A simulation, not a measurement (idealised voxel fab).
process module | voxel released beams
For reference, the cross-section in this document is cut, with width 195 nm and square cells of 5 nm.
How to read a cross-section here: the picture is a grid of square cells, written as bands going from the top down, and any band can span one or more rows of cells.
Top height, bottom height, nm. Materials left to right, width each, nm. Single material + "all across" = fills band edge to edge. "air" = empty.
Heads up on the height convention: 0 is the point under which the incoming wafer is all one material, and the lowest band has no bottom, it just keeps going down, like "0 down".
Note: "30->40" means the width goes from the first number (top row of the band) to the second number (bottom row) in equal steps per row of cells.
"identical to before" means the step left every cell of the cross-section as it was.
Entry "Voids, fully enclosed" = empty spaces >= 8 cells with no open way to the top; each as width x height at distance, distance from left edge, all nm.
Note: text after step settings on the step line = simulator remark on that step.
A step line may carry the setting "overlay nm", which, for steps involving a mask, states the distance by which the mask lay to the right of its intended position; negative values denote displacement to the left.

## This section lists the process steps that were planned
1) RECEIVE | material Si
2) CONFORMAL_DEP | material SiN | thk nm 5
3) DIRECTIONAL_DEP | material SiO2 | thk nm 15
4) DIRECTIONAL_DEP | material aC | thk nm 10
5) PATTERN | tone open | mask id ANCHOR | material resist | width nm 35 | thk nm 30 | overlay nm 0
6) DIRECTIONAL_ETCH | etch materials aC | depth nm 10
7) STRIP | etch materials resist
8) DIRECTIONAL_ETCH | etch materials SiO2 | depth nm 15
9) STRIP | etch materials aC
10) CONFORMAL_DEP | material polySi | thk nm 15
11) MASKED_ETCH | tone cover | mask id BEAM | width nm 120 | etch materials polySi | depth nm 15 | overlay nm 0
12) STRIP | etch materials SiO2

## So this is the incoming wafer in cross-section - it's already been through step 1
> 0 down = Si all across
> Voids, fully enclosed: none

## The first of two wafers, cross-sectioned at the end of the module, with the run proceeding as planned
> 35 to 20 = 35 of air | 20 of polySi | 5 of air | 95 of polySi | 40 of air
> 20 to 5 = 40 of air | 35 of polySi | 120 of air
> 5 to 0 = SiN all across
> 0 down = Si all across
> Voids, fully enclosed: none

## Wafer two, sectioned after the module: the first wafer's start, the first wafer's plan, and one mistake in how it was run
> 25 to 20 = 35 of air | 10 of polySi | 25 of air | 85 of polySi | 40 of air
> 20 to 10 = 40 of air | 5 of polySi | 25 of air | 5 of polySi | 120 of air
> 10 to 5 = 40 of air | 35 of polySi | 120 of air
> 5 to 0 = SiN all across
> 0 down = Si all across
> Voids, fully enclosed: none
Misprocessing identified: step 10 ran differently from the plan; actual operation with settings: CONFORMAL_DEP | material polySi | thk nm 5
Materials where the second wafer ends with more or fewer cells than the first: polySi: 60 fewer
